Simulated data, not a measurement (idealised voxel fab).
Title: Process Module voxel double patterning
In the cross-section labelled cut, the width is 235 nm and each square cell is 5 nm.
How to read a cross-section here: the picture is a grid of square cells, written as bands going from the top down, and any band can span one or more rows of cells.
Top, bottom (nm), then materials left to right with widths (nm); lone material tagged "throughout" fills the whole band edge to edge; "air" = empty space.
Heights are expressed relative to 0, this being the level below which the as-received wafer comprises one material exclusively. The lowest band is unbounded in the downward direction and is denoted as in "0 and below".
Note: "30 to 40" means the width goes from the first number (top row of the band) to the second number (bottom row) in equal steps per row of cells.
"nothing changed" -> step changed no cross-section cell.
This entry, "Listed closed voids", enumerates those empty regions of no fewer than 8 cells that possess no open connection to the top. Each region is reported in the form width x height at distance, the distance being taken from the left edge, with all three quantities expressed in nm.
Past the settings on a step's line: simulator remark, on that step.
You can add "overlay nm" to a step's line. For a step with a mask, it describes how far the mask lay to the right of its planned position, and a negative number describes a lay to the left.

**Here's what the planned process steps look like**
| 1 | RECEIVE,material Si |
| 2 | CONFORMAL_DEP,material SiO2,thk nm 5 |
| 3 | DIRECTIONAL_DEP,material W,thk nm 15 |
| 4 | DIRECTIONAL_DEP,material SiCN,thk nm 10 |
| 5 | PATTERN,tone open,mask id FIRST,material resist,width nm 15,pitch nm 50,thk nm 20,overlay nm 0 |
| 6 | DIRECTIONAL_ETCH,etch materials SiCN,depth nm 10 |
| 7 | STRIP,etch materials resist |
| 8 | MASKED_ETCH,tone open,mask id SECOND,width nm 15,pitch nm 50,etch materials SiCN,depth nm 10,overlay nm 0 |
| 9 | DIRECTIONAL_ETCH,etch materials W,depth nm 15 |
| 10 | STRIP,etch materials SiCN |

**First of two wafers, processed according to plan**

**Cross-section: wafer on arrival = after step 1**
* 0 and below | Si throughout
* Listed closed voids: none

**after step 2**
* 5 down to 0 | SiO2 throughout
* Below 0, no change.

**after step 3**
* 20 down to 5 | W throughout
* Below 5, no change.

**after step 4**
* 30 down to 20 | SiCN throughout
* Below 20, no change.

**after step 5**
* 50 down to 30 | resist 60 nm / air 15 nm / resist 35 nm / air 15 nm / resist 35 nm / air 15 nm / resist 60 nm
* Below 30, no change.

**after step 6**
* 50 down to 30 | resist 60 nm / air 15 nm / resist 35 nm / air 15 nm / resist 35 nm / air 15 nm / resist 60 nm
* 30 down to 20 | SiCN 60 nm / air 15 nm / SiCN 35 nm / air 15 nm / SiCN 35 nm / air 15 nm / SiCN 60 nm
* Below 20, no change.

**after step 7**
* 30 down to 20 | SiCN 60 nm / air 15 nm / SiCN 35 nm / air 15 nm / SiCN 35 nm / air 15 nm / SiCN 60 nm
* Below 20, no change.

**after step 8**
* 30 down to 20 | SiCN 60 nm / air 15 nm / SiCN 10 nm / air 15 nm / SiCN 10 nm / air 15 nm / SiCN 10 nm / air 15 nm / SiCN 10 nm / air 15 nm / SiCN 60 nm
* Below 20, no change.

**after step 9**
* 30 down to 20 | SiCN 60 nm / air 15 nm / SiCN 10 nm / air 15 nm / SiCN 10 nm / air 15 nm / SiCN 10 nm / air 15 nm / SiCN 10 nm / air 15 nm / SiCN 60 nm
* 20 down to 5 | W 60 nm / air 15 nm / W 10 nm / air 15 nm / W 10 nm / air 15 nm / W 10 nm / air 15 nm / W 10 nm / air 15 nm / W 60 nm
* Below 5, no change.

**after step 10**
* 20 down to 5 | W 60 nm / air 15 nm / W 10 nm / air 15 nm / W 10 nm / air 15 nm / W 10 nm / air 15 nm / W 10 nm / air 15 nm / W 60 nm
* Below 5, no change.

**Notes, second wafer: start = first wafer's, plan = first wafer's, execution had one mistake; history identical to first through step 7**

**The second wafer cut through, at the time step 8 was supposed to be finished**
* 30 down to 20 | SiCN 60 nm / air 15 nm / SiCN 5 nm / air 15 nm / SiCN 15 nm / air 15 nm / SiCN 5 nm / air 15 nm / SiCN 15 nm / air 15 nm / SiCN 60 nm
* Below 20, no change.

**The second wafer cut through, at the time step 9 was supposed to be finished**
* 30 down to 20 | SiCN 60 nm / air 15 nm / SiCN 5 nm / air 15 nm / SiCN 15 nm / air 15 nm / SiCN 5 nm / air 15 nm / SiCN 15 nm / air 15 nm / SiCN 60 nm
* 20 down to 5 | W 60 nm / air 15 nm / W 5 nm / air 15 nm / W 15 nm / air 15 nm / W 5 nm / air 15 nm / W 15 nm / air 15 nm / W 60 nm
* Below 5, no change.

**The second wafer cut through, at the time step 10 was supposed to be finished**
* 20 down to 5 | W 60 nm / air 15 nm / W 5 nm / air 15 nm / W 15 nm / air 15 nm / W 5 nm / air 15 nm / W 15 nm / air 15 nm / W 60 nm
* Below 5, no change.
what went wrong: planned and actual differ for step 8; actual: MASKED_ETCH,tone open,mask id SECOND,width nm 15,pitch nm 50,etch materials SiCN,depth nm 10,overlay nm -5
at the end the second wafer has, in cells: as many of each material as the first, in other places
